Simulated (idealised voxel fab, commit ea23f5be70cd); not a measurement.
Module name: voxel self aligned contacts (process module)
In the cross-section labelled cut, the width is 230 nm and each square cell is 5 nm.
Throughout this document, each cross-section is represented as a grid of square cells and is presented as a sequence of bands enumerated from the top downward, where a band comprises one or more rows of cells. What a band's entry tells you: where the top is and where the bottom is, as heights in nm, and after that what lies inside, material by material from left to right, each with its width in nm. Empty space is written as the word "air", and a single material marked with the word "full width" occupies the band from edge to edge. Heights are measured from 0, the level below which the as-received wafer is all one material; the lowest band has no bottom and continues downward, written as in "from 0 down". Graded width ("30 to 40"): value in top row of band = first number; value in bottom row = second number; row-to-row change constant. A step reported as "everything unchanged" is a step in which no cell of the cross-section changed. Listed in "Cavities, sealed": every empty space of 8 or more cells without an open way to the top. Form: width x height at distance, the distance being from the left edge, all in nm. If you see something after the settings on a step's line, that's the simulator's own remark about that step. You can add "overlay nm" to a step's line. For a step with a mask, it describes how far the mask lay to the right of its planned position, and a negative number describes a lay to the left.
List of planned process steps
- 1: op RECEIVE | material Si
- 2: op OXIDIZE | depth nm 5
- 3: op DIRECTIONAL_DEP | material polySi | thk nm 20
- 4: op DIRECTIONAL_DEP | material SiN | thk nm 25
- 5: op MASKED_ETCH | tone cover | mask id GATE | width nm 35 | pitch nm 75 | etch materials SiN | depth nm 25 | overlay nm 0
- 6: op MASKED_ETCH | tone cover | mask id GATE | width nm 35 | pitch nm 75 | etch materials polySi | depth nm 20 | overlay nm 0
- 7: op CONFORMAL_DEP | material SiN | thk nm 10
- 8: op DIRECTIONAL_ETCH | etch materials SiN | depth nm 10
- 9: op FILL_DEP | material SiO2 | thk nm 15
- 10: op CMP | height nm 50
- 11: op DIRECTIONAL_DEP | material aC | thk nm 10
- 12: op PATTERN | tone open | mask id CONTACT | material resist | width nm 60 | pitch nm 75 | thk nm 30 | overlay nm 0
- 13: op DIRECTIONAL_ETCH | etch materials aC | depth nm 10
- 14: op STRIP | etch materials resist
- 15: op DIRECTIONAL_ETCH | etch materials SiO2 | depth nm 55
- 16: op STRIP | etch materials aC
- 17: op CONFORMAL_DEP | material TiN | thk nm 5
- 18: op FILL_DEP | material Ru | thk nm 10
- 19: op CMP | height nm 50
- 20: op CONFORMAL_DEP | material SiCN | thk nm 5
Of two wafers, the first: run according to plan
Cross-section of the incoming wafer, state after step 1
* from 0 down | Si full width
* Cavities, sealed: none
Wafer after step 2 (cross-section)
* from 0 to -5 | SiO2 full width
* Below -5, no change.
Wafer after step 3 (cross-section)
* from 20 to 0 | polySi full width
* Below 0, no change.
Wafer after step 4 (cross-section)
* from 45 to 20 | SiN full width
* Below 20, no change.
Wafer after step 5 (cross-section)
* from 45 to 20 | air 20; SiN 35; air 40; SiN 35; air 40; SiN 35; air 25
* Below 20, no change.
Wafer after step 6 (cross-section)
* from 45 to 20 | air 20; SiN 35; air 40; SiN 35; air 40; SiN 35; air 25
* from 20 to 0 | air 20; polySi 35; air 40; polySi 35; air 40; polySi 35; air 25
* Below 0, no change.
Wafer after step 7 (cross-section)
* from 55 to 20 | air 10; SiN 55; air 20; SiN 55; air 20; SiN 55; air 15
* from 20 to 10 | air 10; SiN 10; polySi 35; SiN 10; air 20; SiN 10; polySi 35; SiN 10; air 20; SiN 10; polySi 35; SiN 10; air 15
* from 10 to 0 | SiN 20; polySi 35; SiN 40; polySi 35; SiN 40; polySi 35; SiN 25
* Below 0, no change.
Wafer after step 8 (cross-section)
* from 45 to 20 | air 10; SiN 55; air 20; SiN 55; air 20; SiN 55; air 15
* from 20 to 0 | air 10; SiN 10; polySi 35; SiN 10; air 20; SiN 10; polySi 35; SiN 10; air 20; SiN 10; polySi 35; SiN 10; air 15
* Below 0, no change.
Wafer after step 9 (cross-section)
* from 60 to 45 | SiO2 full width
* from 45 to 20 | SiO2 10; SiN 55; SiO2 20; SiN 55; SiO2 20; SiN 55; SiO2 15
* from 20 to 0 | SiO2 10; SiN 10; polySi 35; SiN 10; SiO2 20; SiN 10; polySi 35; SiN 10; SiO2 20; SiN 10; polySi 35; SiN 10; SiO2 15
* Below 0, no change.
Wafer after step 10 (cross-section)
* from 50 to 45 | SiO2 full width
* Below 45, no change.
Wafer after step 11 (cross-section)
* from 60 to 50 | aC full width
* Below 50, no change.
Wafer after step 12 (cross-section)
* from 90 to 60 | resist 45; air 60; resist 15; air 60; resist 50
* Below 60, no change.
Wafer after step 13 (cross-section)
* from 80 to 60 | resist 45; air 60; resist 15; air 60; resist 50
* from 60 to 50 | aC 45; air 60; aC 15; air 60; aC 50
* Below 50, no change.
Wafer after step 14 (cross-section)
* from 60 to 50 | aC 45; air 60; aC 15; air 60; aC 50
* Below 50, no change.
Wafer after step 15 (cross-section)
* from 60 to 50 | aC 45; air 60; aC 15; air 60; aC 50
* from 50 to 45 | SiO2 45; air 60; SiO2 15; air 60; SiO2 50
* from 45 to 20 | SiO2 10; SiN 55; air 20; SiN 55; air 20; SiN 55; SiO2 15
* from 20 to 0 | SiO2 10; SiN 10; polySi 35; SiN 10; air 20; SiN 10; polySi 35; SiN 10; air 20; SiN 10; polySi 35; SiN 10; SiO2 15
* from 0 to -5 | SiO2 65; air 20; SiO2 55; air 20; SiO2 70
* Below -5, no change.
Wafer after step 16 (cross-section)
* from 50 to 45 | SiO2 45; air 60; SiO2 15; air 60; SiO2 50
* Below 45, no change.
Wafer after step 17 (cross-section)
* from 55 to 50 | TiN 50; air 50; TiN 25; air 50; TiN 55
* from 50 to 45 | SiO2 45; TiN 25; air 10; TiN 25; SiO2 15; TiN 25; air 10; TiN 25; SiO2 50
* from 45 to 20 | SiO2 10; SiN 55; TiN 5; air 10; TiN 5; SiN 55; TiN 5; air 10; TiN 5; SiN 55; SiO2 15
* from 20 to 0 | SiO2 10; SiN 10; polySi 35; SiN 10; TiN 5; air 10; TiN 5; SiN 10; polySi 35; SiN 10; TiN 5; air 10; TiN 5; SiN 10; polySi 35; SiN 10; SiO2 15
* from 0 to -5 | SiO2 65; TiN 20; SiO2 55; TiN 20; SiO2 70
* Below -5, no change.
Wafer after step 18 (cross-section)
* from 65 to 55 | Ru full width
* from 55 to 50 | TiN 50; Ru 50; TiN 25; Ru 50; TiN 55
* from 50 to 45 | SiO2 45; TiN 25; Ru 10; TiN 25; SiO2 15; TiN 25; Ru 10; TiN 25; SiO2 50
* from 45 to 20 | SiO2 10; SiN 55; TiN 5; Ru 10; TiN 5; SiN 55; TiN 5; Ru 10; TiN 5; SiN 55; SiO2 15
* from 20 to 0 | SiO2 10; SiN 10; polySi 35; SiN 10; TiN 5; Ru 10; TiN 5; SiN 10; polySi 35; SiN 10; TiN 5; Ru 10; TiN 5; SiN 10; polySi 35; SiN 10; SiO2 15
* Below 0, no change.
Wafer after step 19 (cross-section)
* from 50 to 45 | SiO2 45; TiN 25; Ru 10; TiN 25; SiO2 15; TiN 25; Ru 10; TiN 25; SiO2 50
* Below 45, no change.
Wafer after step 20 (cross-section)
* from 55 to 50 | SiCN full width
* Below 50, no change.
Second wafer, same starting state and plan as the first, one mistake in the run, identical through step 1
The second wafer in cross-section, at the planned close of step 2: everything unchanged
The second wafer in cross-section, at the planned close of step 3
* from 20 to 0 | polySi full width
* Below 0, no change.
The second wafer in cross-section, at the planned close of step 4
* from 45 to 20 | SiN full width
* Below 20, no change.
The second wafer in cross-section, at the planned close of step 5
* from 45 to 20 | air 20; SiN 35; air 40; SiN 35; air 40; SiN 35; air 25
* Below 20, no change.
The second wafer in cross-section, at the planned close of step 6
* from 45 to 20 | air 20; SiN 35; air 40; SiN 35; air 40; SiN 35; air 25
* from 20 to 0 | air 20; polySi 35; air 40; polySi 35; air 40; polySi 35; air 25
* Below 0, no change.
The second wafer in cross-section, at the planned close of step 7
* from 55 to 20 | air 10; SiN 55; air 20; SiN 55; air 20; SiN 55; air 15
* from 20 to 10 | air 10; SiN 10; polySi 35; SiN 10; air 20; SiN 10; polySi 35; SiN 10; air 20; SiN 10; polySi 35; SiN 10; air 15
* from 10 to 0 | SiN 20; polySi 35; SiN 40; polySi 35; SiN 40; polySi 35; SiN 25
* Below 0, no change.
The second wafer in cross-section, at the planned close of step 8
* from 45 to 20 | air 10; SiN 55; air 20; SiN 55; air 20; SiN 55; air 15
* from 20 to 0 | air 10; SiN 10; polySi 35; SiN 10; air 20; SiN 10; polySi 35; SiN 10; air 20; SiN 10; polySi 35; SiN 10; air 15
* Below 0, no change.
The second wafer in cross-section, at the planned close of step 9
* from 60 to 45 | SiO2 full width
* from 45 to 20 | SiO2 10; SiN 55; SiO2 20; SiN 55; SiO2 20; SiN 55; SiO2 15
* from 20 to 0 | SiO2 10; SiN 10; polySi 35; SiN 10; SiO2 20; SiN 10; polySi 35; SiN 10; SiO2 20; SiN 10; polySi 35; SiN 10; SiO2 15
* Below 0, no change.
The second wafer in cross-section, at the planned close of step 10
* from 50 to 45 | SiO2 full width
* Below 45, no change.
The second wafer in cross-section, at the planned close of step 11
* from 60 to 50 | aC full width
* Below 50, no change.
The second wafer in cross-section, at the planned close of step 12
* from 90 to 60 | resist 45; air 60; resist 15; air 60; resist 50
* Below 60, no change.
The second wafer in cross-section, at the planned close of step 13
* from 80 to 60 | resist 45; air 60; resist 15; air 60; resist 50
* from 60 to 50 | aC 45; air 60; aC 15; air 60; aC 50
* Below 50, no change.
The second wafer in cross-section, at the planned close of step 14
* from 60 to 50 | aC 45; air 60; aC 15; air 60; aC 50
* Below 50, no change.
The second wafer in cross-section, at the planned close of step 15
* from 60 to 50 | aC 45; air 60; aC 15; air 60; aC 50
* from 50 to 45 | SiO2 45; air 60; SiO2 15; air 60; SiO2 50
* from 45 to 20 | SiO2 10; SiN 55; air 20; SiN 55; air 20; SiN 55; SiO2 15
* from 20 to 0 | SiO2 10; SiN 10; polySi 35; SiN 10; air 20; SiN 10; polySi 35; SiN 10; air 20; SiN 10; polySi 35; SiN 10; SiO2 15
* Below 0, no change.
The second wafer in cross-section, at the planned close of step 16
* from 50 to 45 | SiO2 45; air 60; SiO2 15; air 60; SiO2 50
* Below 45, no change.
The second wafer in cross-section, at the planned close of step 17
* from 55 to 50 | TiN 50; air 50; TiN 25; air 50; TiN 55
* from 50 to 45 | SiO2 45; TiN 25; air 10; TiN 25; SiO2 15; TiN 25; air 10; TiN 25; SiO2 50
* from 45 to 20 | SiO2 10; SiN 55; TiN 5; air 10; TiN 5; SiN 55; TiN 5; air 10; TiN 5; SiN 55; SiO2 15
* from 20 to 5 | SiO2 10; SiN 10; polySi 35; SiN 10; TiN 5; air 10; TiN 5; SiN 10; polySi 35; SiN 10; TiN 5; air 10; TiN 5; SiN 10; polySi 35; SiN 10; SiO2 15
* from 5 to 0 | SiO2 10; SiN 10; polySi 35; SiN 10; TiN 20; SiN 10; polySi 35; SiN 10; TiN 20; SiN 10; polySi 35; SiN 10; SiO2 15
* Below 0, no change.
The second wafer in cross-section, at the planned close of step 18
* from 65 to 55 | Ru full width
* from 55 to 50 | TiN 50; Ru 50; TiN 25; Ru 50; TiN 55
* from 50 to 45 | SiO2 45; TiN 25; Ru 10; TiN 25; SiO2 15; TiN 25; Ru 10; TiN 25; SiO2 50
* from 45 to 20 | SiO2 10; SiN 55; TiN 5; Ru 10; TiN 5; SiN 55; TiN 5; Ru 10; TiN 5; SiN 55; SiO2 15
* from 20 to 5 | SiO2 10; SiN 10; polySi 35; SiN 10; TiN 5; Ru 10; TiN 5; SiN 10; polySi 35; SiN 10; TiN 5; Ru 10; TiN 5; SiN 10; polySi 35; SiN 10; SiO2 15
* Below 5, no change.
The second wafer in cross-section, at the planned close of step 19
* from 50 to 45 | SiO2 45; TiN 25; Ru 10; TiN 25; SiO2 15; TiN 25; Ru 10; TiN 25; SiO2 50
* Below 45, no change.
The second wafer in cross-section, at the planned close of step 20
* from 55 to 50 | SiCN full width
* Below 50, no change.
It is concluded that the wafer was processed incorrectly with respect to the plan, in that step 2 of the plan was excluded from execution and never run
Upon completion, the second wafer contains, in terms of cells, a greater or smaller amount of certain materials than the first wafer: -4 Ru, +46 Si, -38 SiO2, -4 TiN
